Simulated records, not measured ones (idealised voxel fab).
process module | voxel ribs on slabs
cross-section cut | 260 nm wide | cells 5 nm
A cross-section is a grid of square cells, given in bands from the top down. A band is one or more rows of cells.
Each band's line starts with the height of the band's top and of its bottom, in nm. Then come its materials from left to right, each with its width in nm. One material with "throughout" fills the band from edge to edge. "air" is empty space.
Height 0 is the level under which the wafer as received is all one material. The lowest band goes on downwards, as in "0 down".
A width such as "30 to 40" changes by the same amount from each row of cells to the next, from the band's top row to its bottom row.
"no change" after a step means that no cell of the cross-section changed.
closed voids: empty space of 8 cells or more with no open way to the top, each as width x height at its distance from the left edge, in nm
after a step's settings: what the simulator itself notes on the step
overlay nm, on a step with a mask: how far to the right of its planned place the mask lay; to the left if negative
plan
1 op RECEIVE | material Si
2 op DIRECTIONAL_DEP | material SiO2 | thk nm 25
3 op DIRECTIONAL_DEP | material SiN | thk nm 20
4 op MASKED_ETCH | tone cover | mask id RIB | width nm 30 | etch materials SiN | depth nm 5 | overlay nm 0
5 op DIRECTIONAL_DEP | material aC | thk nm 10
6 op PATTERN | tone cover | mask id SLAB | material resist | width nm 80 | thk nm 25 | overlay nm 0
7 op DIRECTIONAL_ETCH | etch materials aC | depth nm 10
8 op STRIP | etch materials resist
9 op DIRECTIONAL_ETCH | etch materials SiN | depth nm 15
10 op STRIP | etch materials aC
11 op FILL_DEP | material SiO2 | thk nm 20
12 op CMP | height nm 55
13 op DIRECTIONAL_DEP | material W | thk nm 10
14 op MASKED_ETCH | tone cover | mask id HEATER | width nm 40 | etch materials W | depth nm 10 | overlay nm 0
15 op CONFORMAL_DEP | material SiN | thk nm 5
as received, after step 1
  0 down: Si throughout
  closed voids: none
a wafer at the end: this start, this plan, one mistake
  65 to 55: air 110 | W 40 | air 110
  55 to 45: SiO2 throughout
  45 to 40: SiO2 115 | SiN 30 | SiO2 115
  40 to 25: SiO2 90 | SiN 80 | SiO2 90
  25 to 0: SiO2 throughout
  0 down: Si throughout
  closed voids: none
what went wrong: step 15 was left out
